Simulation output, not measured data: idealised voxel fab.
You're looking at the process module voxel ribs on slabs.
Cross-sectional view cut (width: 175 nm; square cell size: 5 nm).
For the purposes of this document, a cross-section shall be understood as a grid of square cells, specified as bands listed in top-to-bottom order, each band consisting of one or more rows of cells. This entry defines a band. It first specifies the height of the band's top and the height of its bottom in nm, and then specifies the band's materials from left to right, stating each material with its width in nm. The word "throughout" identifies a single material that fills the band from edge to edge, while the word "blank" identifies empty space. The level at which height equals 0 is the one under which the wafer, as it arrives, is entirely one material. No lower edge exists for the bottom band, which continues downward and is notated as in "0..down". The two numbers in a width such as "30->40" mark its ends across the band: the first belongs to the top row of cells, the second to the bottom row, and from each row to the next the width moves by the same amount. Where the words "no change" appear for a step, the cross-section shows no cell changed by that step; every cell remained as before. Closed-off voids of 8+ cells (no open route to the top) go in "Closed void table", written width x height at distance from the left edge, in nm. Where a step's line continues beyond its settings, the continuation is a remark by the simulator itself on that step. overlay nm: step with mask; distance mask lay right of planned place; negative value = left of planned place. Pairs from here to the end. Each: cross-section before one process step, cross-section after it, the latter only as far down as the lowest band that changed. Under each: the step between, and its settings. Mind that the pairs may be taken from different runs of this module on the same starting wafer; whether a pair continues from the pair above depends on its entry headed "Before step", and it does only where that entry says so.
Before step:
> 0..down  Si throughout
> Closed void table: none
Post-Step Geometry:
> 20..0  SiO2 throughout
> Lower than 0, everything is as it was.
> Closed void table: none
So what happens between those two cross-sections up there? DIRECTIONAL_DEP | material SiO2 | thk nm 20
Before step: = after-state of the pair above.
Post-Step Geometry:
> 40..20  polySi throughout
> Lower than 20, everything is as it was.
> Closed void table: none
So what happens between those two cross-sections up there? DIRECTIONAL_DEP | material polySi | thk nm 20
Before step: = after-state of the pair above.
Post-Step Geometry:
> 60..40  blank: 75, resist: 20, blank: 80
> Lower than 40, everything is as it was.
> Closed void table: none
So what happens between those two cross-sections up there? PATTERN | tone cover | mask id RIB | material resist | width nm 20 | thk nm 20 | overlay nm 0
Before step: = after-state of the pair above.
Post-Step Geometry:
> 60..40  blank: 75, resist: 20, blank: 80
> 40..30  blank: 75, polySi: 20, blank: 80
> Lower than 30, everything is as it was.
> Closed void table: none
So what happens between those two cross-sections up there? DIRECTIONAL_ETCH | etch materials polySi | depth nm 10
Before step: = after-state of the pair above.
Post-Step Geometry:
> 40..30  blank: 75, polySi: 20, blank: 80
> Lower than 30, everything is as it was.
> Closed void table: none
So what happens between those two cross-sections up there? STRIP | etch materials resist
Before step: = after-state of the pair above.
Post-Step Geometry:
> 40..30  blank: 75, polySi: 20, blank: 80
> 30..20  blank: 60, polySi: 50, blank: 65
> Lower than 20, everything is as it was.
> Closed void table: none
So what happens between those two cross-sections up there? MASKED_ETCH | tone cover | mask id SLAB | width nm 50 | etch materials polySi | depth nm 10 | overlay nm 0
Before step: = after-state of the pair above.
Post-Step Geometry:
> 65..40  SiO2 throughout
> 40..30  SiO2: 75, polySi: 20, SiO2: 80
> 30..20  SiO2: 60, polySi: 50, SiO2: 65
> Lower than 20, everything is as it was.
> Closed void table: none
So what happens between those two cross-sections up there? FILL_DEP | material SiO2 | thk nm 25
Before step: = after-state of the pair above.
Post-Step Geometry:
> 60..40  SiO2 throughout
> Lower than 40, everything is as it was.
> Closed void table: none
So what happens between those two cross-sections up there? CMP | height nm 60
Before step: = after-state of the pair above.
Post-Step Geometry:
> 65..60  TiN throughout
> Lower than 60, everything is as it was.
> Closed void table: none
So what happens between those two cross-sections up there? DIRECTIONAL_DEP | material TiN | thk nm 5
Before step: = after-state of the pair above.
Post-Step Geometry:
> 65..60  blank: 70, TiN: 30, blank: 75
> Lower than 60, everything is as it was.
> Closed void table: none
So what happens between those two cross-sections up there? MASKED_ETCH | tone cover | mask id HEATER | width nm 30 | etch materials TiN | depth nm 5 | overlay nm 0
Before step: = after-state of the pair above.
Post-Step Geometry:
> 70..65  blank: 65, SiN: 40, blank: 70
> 65..60  SiN: 70, TiN: 30, SiN: 75
> Lower than 60, everything is as it was.
> Closed void table: none
So what happens between those two cross-sections up there? CONFORMAL_DEP | material SiN | thk nm 5
Before step:
> 20..0  SiO2 throughout
> 0..down  Si throughout
> Closed void table: none
Post-Step Geometry:
> 40..0  SiO2 throughout
> Lower than 0, everything is as it was.
> Closed void table: none
So what happens between those two cross-sections up there? DIRECTIONAL_DEP | material SiO2 | thk nm 20
Before step: = after-state of the pair above.
Post-Step Geometry:
> 60..40  polySi throughout
> Lower than 40, everything is as it was.
> Closed void table: none
So what happens between those two cross-sections up there? DIRECTIONAL_DEP | material polySi | thk nm 20
Before step: = after-state of the pair above.
Post-Step Geometry:
> 80..60  blank: 75, resist: 20, blank: 80
> Lower than 60, everything is as it was.
> Closed void table: none
So what happens between those two cross-sections up there? PATTERN | tone cover | mask id RIB | material resist | width nm 20 | thk nm 20 | overlay nm 0
Before step: = after-state of the pair above.
Post-Step Geometry:
> 80..60  blank: 75, resist: 20, blank: 80
> 60..50  blank: 75, polySi: 20, blank: 80
> Lower than 50, everything is as it was.
> Closed void table: none
So what happens between those two cross-sections up there? DIRECTIONAL_ETCH | etch materials polySi | depth nm 10
Before step: = after-state of the pair above.
Post-Step Geometry:
> 60..50  blank: 75, polySi: 20, blank: 80
> Lower than 50, everything is as it was.
> Closed void table: none
So what happens between those two cross-sections up there? STRIP | etch materials resist
Before step: = after-state of the pair above.
Post-Step Geometry:
> 60..50  blank: 75, polySi: 20, blank: 80
> 50..40  blank: 60, polySi: 50, blank: 65
> Lower than 40, everything is as it was.
> Closed void table: none
So what happens between those two cross-sections up there? MASKED_ETCH | tone cover | mask id SLAB | width nm 50 | etch materials polySi | depth nm 10 | overlay nm 0
Before step: = after-state of the pair above.
Post-Step Geometry:
> 85..60  SiO2 throughout
> 60..50  SiO2: 75, polySi: 20, SiO2: 80
> 50..40  SiO2: 60, polySi: 50, SiO2: 65
> Lower than 40, everything is as it was.
> Closed void table: none
So what happens between those two cross-sections up there? FILL_DEP | material SiO2 | thk nm 25
Before step: = after-state of the pair above.
Post-Step Geometry:
> 60..50  SiO2: 75, polySi: 20, SiO2: 80
> Lower than 50, everything is as it was.
> Closed void table: none
So what happens between those two cross-sections up there? CMP | height nm 60
Before step: = after-state of the pair above.
Post-Step Geometry:
> 65..60  TiN throughout
> Lower than 60, everything is as it was.
> Closed void table: none
So what happens between those two cross-sections up there? DIRECTIONAL_DEP | material TiN | thk nm 5
Before step: = after-state of the pair above.
Post-Step Geometry:
> 65..60  blank: 70, TiN: 30, blank: 75
> Lower than 60, everything is as it was.
> Closed void table: none
So what happens between those two cross-sections up there? MASKED_ETCH | tone cover | mask id HEATER | width nm 30 | etch materials TiN | depth nm 5 | overlay nm 0
Before step: = after-state of the pair above.
Post-Step Geometry:
> 70..65  blank: 65, SiN: 40, blank: 70
> 65..60  SiN: 70, TiN: 30, SiN: 75
> Lower than 60, everything is as it was.
> Closed void table: none
So what happens between those two cross-sections up there? CONFORMAL_DEP | material SiN | thk nm 5
Before step:
> 0..down  Si throughout
> Closed void table: none
Post-Step Geometry:
> 20..0  polySi throughout
> Lower than 0, everything is as it was.
> Closed void table: none
So what happens between those two cross-sections up there? DIRECTIONAL_DEP | material polySi | thk nm 20
Before step: = after-state of the pair above.
Post-Step Geometry:
> 40..20  SiO2 throughout
> Lower than 20, everything is as it was.
> Closed void table: none
So what happens between those two cross-sections up there? DIRECTIONAL_DEP | material SiO2 | thk nm 20
Before step: = after-state of the pair above.
Post-Step Geometry:
> 60..40  blank: 75, resist: 20, blank: 80
> Lower than 40, everything is as it was.
> Closed void table: none
So what happens between those two cross-sections up there? PATTERN | tone cover | mask id RIB | material resist | width nm 20 | thk nm 20 | overlay nm 0
Before step: = after-state of the pair above.
Post-Step Geometry:
> 40..20  SiO2 throughout
> Lower than 20, everything is as it was.
> Closed void table: none
So what happens between those two cross-sections up there? STRIP | etch materials resist
Before step: = after-state of the pair above.
Post-Step Geometry:
> 65..20  SiO2 throughout
> Lower than 20, everything is as it was.
> Closed void table: none
So what happens between those two cross-sections up there? FILL_DEP | material SiO2 | thk nm 25
Before step: = after-state of the pair above.
Post-Step Geometry:
> 60..20  SiO2 throughout
> Lower than 20, everything is as it was.
> Closed void table: none
So what happens between those two cross-sections up there? CMP | height nm 60
Before step: = after-state of the pair above.
Post-Step Geometry:
> 65..60  TiN throughout
> Lower than 60, everything is as it was.
> Closed void table: none
So what happens between those two cross-sections up there? DIRECTIONAL_DEP | material TiN | thk nm 5
Before step: = after-state of the pair above.
Post-Step Geometry:
> 65..60  blank: 70, TiN: 30, blank: 75
> Lower than 60, everything is as it was.
> Closed void table: none
So what happens between those two cross-sections up there? MASKED_ETCH | tone cover | mask id HEATER | width nm 30 | etch materials TiN | depth nm 5 | overlay nm 0
Before step: = after-state of the pair above.
Post-Step Geometry:
> 70..65  blank: 65, SiN: 40, blank: 70
> 65..60  SiN: 70, TiN: 30, SiN: 75
> Lower than 60, everything is as it was.
> Closed void table: none
So what happens between those two cross-sections up there? CONFORMAL_DEP | material SiN | thk nm 5
Before step:
> 65..60  blank: 70, TiN: 30, blank: 75
> 60..40  SiO2 throughout
> 40..30  SiO2: 75, polySi: 20, SiO2: 80
> 30..20  SiO2: 60, polySi: 50, SiO2: 65
> 20..0  SiO2 throughout
> 0..down  Si throughout
> Closed void table: none
Post-Step Geometry:
> 80..75  blank: 55, SiN: 60, blank: 60
> 75..65  SiN throughout
> 65..60  SiN: 70, TiN: 30, SiN: 75
> Lower than 60, everything is as it was.
> Closed void table: none
So what happens between those two cross-sections up there? CONFORMAL_DEP | material SiN | thk nm 15
Before step:
> 40..30  blank: 75, polySi: 20, blank: 80
> 30..20  polySi throughout
> 20..0  SiO2 throughout
> 0..down  Si throughout
> Closed void table: none
Post-Step Geometry:
> 40..30  blank: 75, polySi: 20, blank: 80
> 30..20  blank: 60, polySi: 55, blank: 60
> Lower than 20, everything is as it was.
> Closed void table: none
So what happens between those two cross-sections up there? MASKED_ETCH | tone cover | mask id SLAB | width nm 55 | etch materials polySi | depth nm 10 | overlay nm 0
Before step: = after-state of the pair above.
Post-Step Geometry:
> 65..40  SiO2 throughout
> 40..30  SiO2: 75, polySi: 20, SiO2: 80
> 30..20  SiO2: 60, polySi: 55, SiO2: 60
> Lower than 20, everything is as it was.
> Closed void table: none
So what happens between those two cross-sections up there? FILL_DEP | material SiO2 | thk nm 25
Before step: = after-state of the pair above.
Post-Step Geometry:
> 60..40  SiO2 throughout
> Lower than 40, everything is as it was.
> Closed void table: none
So what happens between those two cross-sections up there? CMP | height nm 60
Before step: = after-state of the pair above.
Post-Step Geometry:
> 65..60  TiN throughout
> Lower than 60, everything is as it was.
> Closed void table: none
So what happens between those two cross-sections up there? DIRECTIONAL_DEP | material TiN | thk nm 5
Before step: = after-state of the pair above.
Post-Step Geometry:
> 65..60  blank: 70, TiN: 30, blank: 75
> Lower than 60, everything is as it was.
> Closed void table: none
So what happens between those two cross-sections up there? MASKED_ETCH | tone cover | mask id HEATER | width nm 30 | etch materials TiN | depth nm 5 | overlay nm 0
Before step: = after-state of the pair above.
Post-Step Geometry:
> 70..65  blank: 65, SiN: 40, blank: 70
> 65..60  SiN: 70, TiN: 30, SiN: 75
> Lower than 60, everything is as it was.
> Closed void table: none
So what happens between those two cross-sections up there? CONFORMAL_DEP | material SiN | thk nm 5
Before step:
> 65..60  TiN throughout
> 60..40  SiO2 throughout
> 40..30  SiO2: 75, polySi: 20, SiO2: 80
> 30..20  SiO2: 60, polySi: 50, SiO2: 65
> 20..0  SiO2 throughout
> 0..down  Si throughout
> Closed void table: none
Post-Step Geometry:
> 65..60  blank: 80, TiN: 30, blank: 65
> Lower than 60, everything is as it was.
> Closed void table: none
So what happens between those two cross-sections up there? MASKED_ETCH | tone cover | mask id HEATER | width nm 30 | etch materials TiN | depth nm 5 | overlay nm 10
Before step: = after-state of the pair above.
Post-Step Geometry:
> 70..65  blank: 75, SiN: 40, blank: 60
> 65..60  SiN: 80, TiN: 30, SiN: 65
> Lower than 60, everything is as it was.
> Closed void table: none
So what happens between those two cross-sections up there? CONFORMAL_DEP | material SiN | thk nm 5
Before step:
> 40..30  blank: 75, polySi: 20, blank: 80
> 30..20  blank: 60, polySi: 50, blank: 65
> 20..0  SiO2 throughout
> 0..down  Si throughout
> Closed void table: none
Post-Step Geometry:
> 65..40  TiN throughout
> 40..30  TiN: 75, polySi: 20, TiN: 80
> 30..20  TiN: 60, polySi: 50, TiN: 65
> Lower than 20, everything is as it was.
> Closed void table: none
So what happens between those two cross-sections up there? FILL_DEP | material TiN | thk nm 25
Before step: = after-state of the pair above.
Post-Step Geometry:
> 60..40  TiN throughout
> Lower than 40, everything is as it was.
> Closed void table: none
So what happens between those two cross-sections up there? CMP | height nm 60
Before step: = after-state of the pair above.
Post-Step Geometry:
> 65..40  TiN throughout
> Lower than 40, everything is as it was.
> Closed void table: none
So what happens between those two cross-sections up there? DIRECTIONAL_DEP | material TiN | thk nm 5
Before step: = after-state of the pair above.
Post-Step Geometry:
> 65..60  blank: 70, TiN: 30, blank: 75
> Lower than 60, everything is as it was.
> Closed void table: none
So what happens between those two cross-sections up there? MASKED_ETCH | tone cover | mask id HEATER | width nm 30 | etch materials TiN | depth nm 5 | overlay nm 0
Before step: = after-state of the pair above.
Post-Step Geometry:
> 70..65  blank: 65, SiN: 40, blank: 70
> 65..60  SiN: 70, TiN: 30, SiN: 75
> Lower than 60, everything is as it was.
> Closed void table: none
So what happens between those two cross-sections up there? CONFORMAL_DEP | material SiN | thk nm 5
Before step:
> 40..20  polySi throughout
> 20..0  SiO2 throughout
> 0..down  Si throughout
> Closed void table: none
Post-Step Geometry:
> 60..40  resist: 75, blank: 20, resist: 80
> Lower than 40, everything is as it was.
> Closed void table: none
So what happens between those two cross-sections up there? PATTERN | tone open | mask id RIB | material resist | width nm 20 | thk nm 20 | overlay nm 0
Before step: = after-state of the pair above.
Post-Step Geometry:
> 60..40  resist: 75, blank: 20, resist: 80
> 40..30  polySi: 75, blank: 20, polySi: 80
> Lower than 30, everything is as it was.
> Closed void table: none
So what happens between those two cross-sections up there? DIRECTIONAL_ETCH | etch materials polySi | depth nm 10
Before step: = after-state of the pair above.
Post-Step Geometry:
> 40..30  polySi: 75, blank: 20, polySi: 80
> Lower than 30, everything is as it was.
> Closed void table: none
So what happens between those two cross-sections up there? STRIP | etch materials resist
Before step: = after-state of the pair above.
Post-Step Geometry:
> 40..30  blank: 60, polySi: 15, blank: 20, polySi: 15, blank: 65
> Lower than 30, everything is as it was.
> Closed void table: none
So what happens between those two cross-sections up there? MASKED_ETCH | tone cover | mask id SLAB | width nm 50 | etch materials polySi | depth nm 10 | overlay nm 0
Before step: = after-state of the pair above.
Post-Step Geometry:
> 65..40  SiO2 throughout
> 40..30  SiO2: 60, polySi: 15, SiO2: 20, polySi: 15, SiO2: 65
> Lower than 30, everything is as it was.
> Closed void table: none
So what happens between those two cross-sections up there? FILL_DEP | material SiO2 | thk nm 25
Before step: = after-state of the pair above.
Post-Step Geometry:
> 60..40  SiO2 throughout
> Lower than 40, everything is as it was.
> Closed void table: none
So what happens between those two cross-sections up there? CMP | height nm 60
Before step: = after-state of the pair above.
Post-Step Geometry:
> 65..60  TiN throughout
> Lower than 60, everything is as it was.
> Closed void table: none
So what happens between those two cross-sections up there? DIRECTIONAL_DEP | material TiN | thk nm 5
Before step: = after-state of the pair above.
Post-Step Geometry:
> 65..60  blank: 70, TiN: 30, blank: 75
> Lower than 60, everything is as it was.
> Closed void table: none
So what happens between those two cross-sections up there? MASKED_ETCH | tone cover | mask id HEATER | width nm 30 | etch materials TiN | depth nm 5 | overlay nm 0
Before step: = after-state of the pair above.
Post-Step Geometry:
> 70..65  blank: 65, SiN: 40, blank: 70
> 65..60  SiN: 70, TiN: 30, SiN: 75
> Lower than 60, everything is as it was.
> Closed void table: none
So what happens between those two cross-sections up there? CONFORMAL_DEP | material SiN | thk nm 5
